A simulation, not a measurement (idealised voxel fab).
Name of the process module below: voxel quadruple lines
FYI the section here is cut, 260 nm wide, cells are 5 nm squares.
Cross-section spec: square-cell grid; bands listed top down; each band is one or more rows. First you get the band's top height and its bottom height, in nm, and then the materials it's made of, left to right, with each width in nm. If you see a single material with "full width", that one covers the band edge to edge. "empty" is empty space. It should be noted that heights are counted from 0, beneath which the wafer as supplied is of one material throughout, and that the lowest band possesses no lower boundary but continues downward, as written in "from 0 down". A two-number width, for instance "30->40", indicates that the width is equal to the first number in the top row of the band and to the second number in the bottom row, and that it changes by a constant amount per row of cells. When a step is marked "same as before", none of the cells in the cross-section changed during that step. For the entry "Sealed void list", the listed items are empty spaces with no open way to the top whose size is 8 cells or more; each item follows the pattern width x height at distance, where distance is from the left edge and all three are in nm. It should be noted that, on the line of a given step, the content following the step's settings is a remark produced by the simulator itself with respect to that step. "overlay nm" answers the question of how far to the right of plan the mask lay on a step that has a mask, and when it is negative the answer is to the left.
[Process steps (planned)]
- 1: RECEIVE (material Si)
- 2: CONFORMAL_DEP (material SiO2; thk nm 10)
- 3: DIRECTIONAL_DEP (material Ru; thk nm 10)
- 4: DIRECTIONAL_DEP (material polySi; thk nm 20)
- 5: DIRECTIONAL_DEP (material aC; thk nm 20)
- 6: PATTERN (tone cover; mask id MANDREL; material resist; width nm 35; pitch nm 100; thk nm 30; overlay nm 0)
- 7: DIRECTIONAL_ETCH (etch materials aC; depth nm 20)
- 8: STRIP (etch materials resist)
- 9: CONFORMAL_DEP (material SiO2; thk nm 15)
- 10: DIRECTIONAL_ETCH (etch materials SiO2; depth nm 15)
- 11: STRIP (etch materials aC)
- 12: DIRECTIONAL_ETCH (etch materials polySi; depth nm 20)
- 13: STRIP (etch materials SiO2)
- 14: CONFORMAL_DEP (material SiCN; thk nm 10)
- 15: DIRECTIONAL_ETCH (etch materials SiCN; depth nm 10)
- 16: STRIP (etch materials polySi)
- 17: DIRECTIONAL_ETCH (etch materials Ru; depth nm 10)
- 18: STRIP (etch materials SiCN)
- 19: FILL_DEP (material lowk; thk nm 5)
- 20: CMP (height nm 20)
[The first of a set of two wafers, run to plan]
[Cross-section of the wafer as it came to us, i.e., already through step 1]
* from 0 down = Si full width
* Sealed void list: none
[Wafer xsec, post step 2]
* from 10 to 0 = SiO2 full width
* No changes below 0.
[Wafer xsec, post step 3]
* from 20 to 10 = Ru full width
* No changes below 10.
[Wafer xsec, post step 4]
* from 40 to 20 = polySi full width
* No changes below 20.
[Wafer xsec, post step 5]
* from 60 to 40 = aC full width
* No changes below 40.
[Wafer xsec, post step 6]
* from 90 to 60 = 60 nm empty  35 nm resist  65 nm empty  35 nm resist  65 nm empty
* No changes below 60.
[Wafer xsec, post step 7]
* from 70 to 60 = 60 nm empty  35 nm resist  65 nm empty  35 nm resist  65 nm empty
* from 60 to 40 = 60 nm empty  35 nm aC  65 nm empty  35 nm aC  65 nm empty
* No changes below 40.
[Wafer xsec, post step 8]
* from 60 to 40 = 60 nm empty  35 nm aC  65 nm empty  35 nm aC  65 nm empty
* No changes below 40.
[Wafer xsec, post step 9]
* from 75 to 60 = 45 nm empty  65 nm SiO2  35 nm empty  65 nm SiO2  50 nm empty
* from 60 to 55 = 45 nm empty  15 nm SiO2  35 nm aC  15 nm SiO2  35 nm empty  15 nm SiO2  35 nm aC  15 nm SiO2  50 nm empty
* from 55 to 40 = 60 nm SiO2  35 nm aC  65 nm SiO2  35 nm aC  65 nm SiO2
* No changes below 40.
[Wafer xsec, post step 10]
* from 60 to 40 = 45 nm empty  15 nm SiO2  35 nm aC  15 nm SiO2  35 nm empty  15 nm SiO2  35 nm aC  15 nm SiO2  50 nm empty
* No changes below 40.
[Wafer xsec, post step 11]
* from 60 to 40 = 45 nm empty  15 nm SiO2  35 nm empty  15 nm SiO2  35 nm empty  15 nm SiO2  35 nm empty  15 nm SiO2  50 nm empty
* No changes below 40.
[Wafer xsec, post step 12]
* from 60 to 40 = 45 nm empty  15 nm SiO2  35 nm empty  15 nm SiO2  35 nm empty  15 nm SiO2  35 nm empty  15 nm SiO2  50 nm empty
* from 40 to 20 = 45 nm empty  15 nm polySi  35 nm empty  15 nm polySi  35 nm empty  15 nm polySi  35 nm empty  15 nm polySi  50 nm empty
* No changes below 20.
[Wafer xsec, post step 13]
* from 40 to 20 = 45 nm empty  15 nm polySi  35 nm empty  15 nm polySi  35 nm empty  15 nm polySi  35 nm empty  15 nm polySi  50 nm empty
* No changes below 20.
[Wafer xsec, post step 14]
* from 50 to 40 = 35 nm empty  35 nm SiCN  15 nm empty  35 nm SiCN  15 nm empty  35 nm SiCN  15 nm empty  35 nm SiCN  40 nm empty
* from 40 to 30 = 35 nm empty  10 nm SiCN  15 nm polySi  10 nm SiCN  15 nm empty  10 nm SiCN  15 nm polySi  10 nm SiCN  15 nm empty  10 nm SiCN  15 nm polySi  10 nm SiCN  15 nm empty  10 nm SiCN  15 nm polySi  10 nm SiCN  40 nm empty
* from 30 to 20 = 45 nm SiCN  15 nm polySi  35 nm SiCN  15 nm polySi  35 nm SiCN  15 nm polySi  35 nm SiCN  15 nm polySi  50 nm SiCN
* No changes below 20.
[Wafer xsec, post step 15]
* from 40 to 20 = 35 nm empty  10 nm SiCN  15 nm polySi  10 nm SiCN  15 nm empty  10 nm SiCN  15 nm polySi  10 nm SiCN  15 nm empty  10 nm SiCN  15 nm polySi  10 nm SiCN  15 nm empty  10 nm SiCN  15 nm polySi  10 nm SiCN  40 nm empty
* No changes below 20.
[Wafer xsec, post step 16]
* from 40 to 20 = 35 nm empty  10 nm SiCN  15 nm empty  10 nm SiCN  15 nm empty  10 nm SiCN  15 nm empty  10 nm SiCN  15 nm empty  10 nm SiCN  15 nm empty  10 nm SiCN  15 nm empty  10 nm SiCN  15 nm empty  10 nm SiCN  40 nm empty
* No changes below 20.
[Wafer xsec, post step 17]
* from 40 to 20 = 35 nm empty  10 nm SiCN  15 nm empty  10 nm SiCN  15 nm empty  10 nm SiCN  15 nm empty  10 nm SiCN  15 nm empty  10 nm SiCN  15 nm empty  10 nm SiCN  15 nm empty  10 nm SiCN  15 nm empty  10 nm SiCN  40 nm empty
* from 20 to 10 = 35 nm empty  10 nm Ru  15 nm empty  10 nm Ru  15 nm empty  10 nm Ru  15 nm empty  10 nm Ru  15 nm empty  10 nm Ru  15 nm empty  10 nm Ru  15 nm empty  10 nm Ru  15 nm empty  10 nm Ru  40 nm empty
* No changes below 10.
[Wafer xsec, post step 18]
* from 20 to 10 = 35 nm empty  10 nm Ru  15 nm empty  10 nm Ru  15 nm empty  10 nm Ru  15 nm empty  10 nm Ru  15 nm empty  10 nm Ru  15 nm empty  10 nm Ru  15 nm empty  10 nm Ru  15 nm empty  10 nm Ru  40 nm empty
* No changes below 10.
[Wafer xsec, post step 19]
* from 25 to 20 = lowk full width
* from 20 to 10 = 35 nm lowk  10 nm Ru  15 nm lowk  10 nm Ru  15 nm lowk  10 nm Ru  15 nm lowk  10 nm Ru  15 nm lowk  10 nm Ru  15 nm lowk  10 nm Ru  15 nm lowk  10 nm Ru  15 nm lowk  10 nm Ru  40 nm lowk
* No changes below 10.
[Wafer xsec, post step 20]
* from 20 to 10 = 35 nm lowk  10 nm Ru  15 nm lowk  10 nm Ru  15 nm lowk  10 nm Ru  15 nm lowk  10 nm Ru  15 nm lowk  10 nm Ru  15 nm lowk  10 nm Ru  15 nm lowk  10 nm Ru  15 nm lowk  10 nm Ru  40 nm lowk
* No changes below 10.
[Second wafer, same starting conditions and recipe as the first, one mistake in executing it, nothing differs from the first up to and including step 5]
[At the planned end of step 6, the second wafer in cross-section]
* from 90 to 60 = 65 nm empty  30 nm resist  70 nm empty  30 nm resist  65 nm empty
* No changes below 60.
[At the planned end of step 7, the second wafer in cross-section]
* from 70 to 60 = 65 nm empty  30 nm resist  70 nm empty  30 nm resist  65 nm empty
* from 60 to 40 = 65 nm empty  30 nm aC  70 nm empty  30 nm aC  65 nm empty
* No changes below 40.
[At the planned end of step 8, the second wafer in cross-section]
* from 60 to 40 = 65 nm empty  30 nm aC  70 nm empty  30 nm aC  65 nm empty
* No changes below 40.
[At the planned end of step 9, the second wafer in cross-section]
* from 75 to 60 = 50 nm empty  60 nm SiO2  40 nm empty  60 nm SiO2  50 nm empty
* from 60 to 55 = 50 nm empty  15 nm SiO2  30 nm aC  15 nm SiO2  40 nm empty  15 nm SiO2  30 nm aC  15 nm SiO2  50 nm empty
* from 55 to 40 = 65 nm SiO2  30 nm aC  70 nm SiO2  30 nm aC  65 nm SiO2
* No changes below 40.
[At the planned end of step 10, the second wafer in cross-section]
* from 60 to 40 = 50 nm empty  15 nm SiO2  30 nm aC  15 nm SiO2  40 nm empty  15 nm SiO2  30 nm aC  15 nm SiO2  50 nm empty
* No changes below 40.
[At the planned end of step 11, the second wafer in cross-section]
* from 60 to 40 = 50 nm empty  15 nm SiO2  30 nm empty  15 nm SiO2  40 nm empty  15 nm SiO2  30 nm empty  15 nm SiO2  50 nm empty
* No changes below 40.
[At the planned end of step 12, the second wafer in cross-section]
* from 60 to 40 = 50 nm empty  15 nm SiO2  30 nm empty  15 nm SiO2  40 nm empty  15 nm SiO2  30 nm empty  15 nm SiO2  50 nm empty
* from 40 to 20 = 50 nm empty  15 nm polySi  30 nm empty  15 nm polySi  40 nm empty  15 nm polySi  30 nm empty  15 nm polySi  50 nm empty
* No changes below 20.
[At the planned end of step 13, the second wafer in cross-section]
* from 40 to 20 = 50 nm empty  15 nm polySi  30 nm empty  15 nm polySi  40 nm empty  15 nm polySi  30 nm empty  15 nm polySi  50 nm empty
* No changes below 20.
[At the planned end of step 14, the second wafer in cross-section]
* from 50 to 40 = 40 nm empty  35 nm SiCN  10 nm empty  35 nm SiCN  20 nm empty  35 nm SiCN  10 nm empty  35 nm SiCN  40 nm empty
* from 40 to 30 = 40 nm empty  10 nm SiCN  15 nm polySi  10 nm SiCN  10 nm empty  10 nm SiCN  15 nm polySi  10 nm SiCN  20 nm empty  10 nm SiCN  15 nm polySi  10 nm SiCN  10 nm empty  10 nm SiCN  15 nm polySi  10 nm SiCN  40 nm empty
* from 30 to 20 = 50 nm SiCN  15 nm polySi  30 nm SiCN  15 nm polySi  40 nm SiCN  15 nm polySi  30 nm SiCN  15 nm polySi  50 nm SiCN
* No changes below 20.
[At the planned end of step 15, the second wafer in cross-section]
* from 40 to 20 = 40 nm empty  10 nm SiCN  15 nm polySi  10 nm SiCN  10 nm empty  10 nm SiCN  15 nm polySi  10 nm SiCN  20 nm empty  10 nm SiCN  15 nm polySi  10 nm SiCN  10 nm empty  10 nm SiCN  15 nm polySi  10 nm SiCN  40 nm empty
* No changes below 20.
[At the planned end of step 16, the second wafer in cross-section]
* from 40 to 20 = 40 nm empty  10 nm SiCN  15 nm empty  10 nm SiCN  10 nm empty  10 nm SiCN  15 nm empty  10 nm SiCN  20 nm empty  10 nm SiCN  15 nm empty  10 nm SiCN  10 nm empty  10 nm SiCN  15 nm empty  10 nm SiCN  40 nm empty
* No changes below 20.
[At the planned end of step 17, the second wafer in cross-section]
* from 40 to 20 = 40 nm empty  10 nm SiCN  15 nm empty  10 nm SiCN  10 nm empty  10 nm SiCN  15 nm empty  10 nm SiCN  20 nm empty  10 nm SiCN  15 nm empty  10 nm SiCN  10 nm empty  10 nm SiCN  15 nm empty  10 nm SiCN  40 nm empty
* from 20 to 10 = 40 nm empty  10 nm Ru  15 nm empty  10 nm Ru  10 nm empty  10 nm Ru  15 nm empty  10 nm Ru  20 nm empty  10 nm Ru  15 nm empty  10 nm Ru  10 nm empty  10 nm Ru  15 nm empty  10 nm Ru  40 nm empty
* No changes below 10.
[At the planned end of step 18, the second wafer in cross-section]
* from 20 to 10 = 40 nm empty  10 nm Ru  15 nm empty  10 nm Ru  10 nm empty  10 nm Ru  15 nm empty  10 nm Ru  20 nm empty  10 nm Ru  15 nm empty  10 nm Ru  10 nm empty  10 nm Ru  15 nm empty  10 nm Ru  40 nm empty
* No changes below 10.
[At the planned end of step 19, the second wafer in cross-section]
* from 25 to 20 = lowk full width
* from 20 to 10 = 40 nm lowk  10 nm Ru  15 nm lowk  10 nm Ru  10 nm lowk  10 nm Ru  15 nm lowk  10 nm Ru  20 nm lowk  10 nm Ru  15 nm lowk  10 nm Ru  10 nm lowk  10 nm Ru  15 nm lowk  10 nm Ru  40 nm lowk
* No changes below 10.
[At the planned end of step 20, the second wafer in cross-section]
* from 20 to 10 = 40 nm lowk  10 nm Ru  15 nm lowk  10 nm Ru  10 nm lowk  10 nm Ru  15 nm lowk  10 nm Ru  20 nm lowk  10 nm Ru  15 nm lowk  10 nm Ru  10 nm lowk  10 nm Ru  15 nm lowk  10 nm Ru  40 nm lowk
* No changes below 10.
The mistake made against the process plan was this: step 6 was run on a setting that differed from the plan, and what really ran there is PATTERN (tone cover; mask id MANDREL; material resist; width nm 30; pitch nm 100; thk nm 30; overlay nm 0)
Same inventory, different map: at the end, the second wafer holds as many cells of each material as the first, placed elsewhere.
